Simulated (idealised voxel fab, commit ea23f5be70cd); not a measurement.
The following process module bears the name voxel self aligned vias.
We display cut, a cross-section 205 nm in width whose square cells are each 5 nm.
Cross-section format: a grid of square cells, given as bands from top to bottom; each band is one or more rows of cells.
A band entry consists of two parts. The first gives the height of the band's top and the height of its bottom, in nm. The rest lists the band's materials from left to right, each with its width in nm. A single material labelled with the word "throughout" fills the band from edge to edge, and the word "blank" marks empty space.
Heights are measured from 0, the level below which the as-received wafer is all one material; the lowest band has no bottom and continues downward, written as in "from 0 down".
A two-number width, for instance "30..40", indicates that the width is equal to the first number in the top row of the band and to the second number in the bottom row, and that it changes by a constant amount per row of cells.
"no change", as given for a step, is the statement that not any cell of the cross-section underwent a change during that step.
Entry "Fully sealed voids" = empty spaces >= 8 cells with no open way to the top; each as width x height at distance, distance from left edge, all nm.
Post-settings text on a step line: simulator's own remark regarding the step.
For masked steps, "overlay nm" on the step line gives how far right of plan the mask actually lay; a minus sign means it lay to the left.

**The planned process steps are enumerated hereunder**
1,RECEIVE (material Si)
2,CONFORMAL_DEP (material SiO2; thk nm 15)
3,CONFORMAL_DEP (material SiCN; thk nm 5)
4,DIRECTIONAL_DEP (material SiO2; thk nm 25)
5,MASKED_ETCH (tone open; mask id LINES; width nm 20; pitch nm 70; etch materials SiO2; depth nm 25; overlay nm 0)
6,CONFORMAL_DEP (material TiN; thk nm 5)
7,FILL_DEP (material W; thk nm 10)
8,CMP (height nm 45)
9,SELECTIVE_ETCH (etch materials W Ru TiN; depth nm 5)
10,FILL_DEP (material SiN; thk nm 5)
11,CMP (height nm 45)
12,DIRECTIONAL_DEP (material SiO2; thk nm 15)
13,PATTERN (tone open; mask id VIAS; material resist; width nm 40; thk nm 20; overlay nm 0)
14,DIRECTIONAL_ETCH (etch materials SiO2; depth nm 15)
15,DIRECTIONAL_ETCH (etch materials SiN; depth nm 5)
16,STRIP (etch materials resist)
17,CONFORMAL_DEP (material TiN; thk nm 5)
18,FILL_DEP (material W; thk nm 5)
19,CMP (height nm 60)
20,CONFORMAL_DEP (material SiN; thk nm 5)

**As-received state of the wafer in cross-section, equivalent to post-step 1**
	from 0 down  Si throughout
	Fully sealed voids: none

**Cross-sectional view of the first of the two wafers upon completion of the module, processed in accordance with the plan**
	from 65 to 60  SiN throughout
	from 60 to 50  SiO2 45 nm | TiN 5 nm | W 30 nm | TiN 5 nm | SiO2 120 nm
	from 50 to 45  SiO2 45 nm | TiN 15 nm | W 10 nm | TiN 15 nm | SiO2 120 nm
	from 45 to 40  SiO2 55 nm | TiN 20 nm | SiO2 50 nm | SiN 20 nm | SiO2 60 nm
	from 40 to 25  SiO2 55 nm | TiN 5 nm | W 10 nm | TiN 5 nm | SiO2 50 nm | TiN 5 nm | W 10 nm | TiN 5 nm | SiO2 60 nm
	from 25 to 20  SiO2 55 nm | TiN 20 nm | SiO2 50 nm | TiN 20 nm | SiO2 60 nm
	from 20 to 15  SiCN throughout
	from 15 to 0  SiO2 throughout
	from 0 down  Si throughout
	Fully sealed voids: none

**Cross-sectional view of the second of two wafers upon completion of the module. This wafer shared its starting condition and process plan with the first; one error was made during its execution**
	from 65 to 60  SiN throughout
	from 60 to 50  SiO2 45 nm | TiN 5 nm | W 30 nm | TiN 5 nm | SiO2 120 nm
	from 50 to 45  SiO2 45 nm | TiN 40 nm | SiO2 120 nm
	from 45 to 40  SiO2 55 nm | TiN 20 nm | SiO2 50 nm | TiN 20 nm | SiO2 60 nm
	from 40 to 25  SiO2 55 nm | TiN 5 nm | W 10 nm | TiN 5 nm | SiO2 50 nm | TiN 5 nm | W 10 nm | TiN 5 nm | SiO2 60 nm
	from 25 to 20  SiO2 55 nm | TiN 20 nm | SiO2 50 nm | TiN 20 nm | SiO2 60 nm
	from 20 to 15  SiCN throughout
	from 15 to 0  SiO2 throughout
	from 0 down  Si throughout
	Fully sealed voids: none
In executing the process, a mistake was made relative to the plan: heads up, step 10 didn't go per plan, it actually ran as FILL_DEP (material TiN; thk nm 5)
Bottom line after processing is that, in cells, the second wafer is up or down on some materials versus the first: -4 SiN | +6 TiN | -2 W
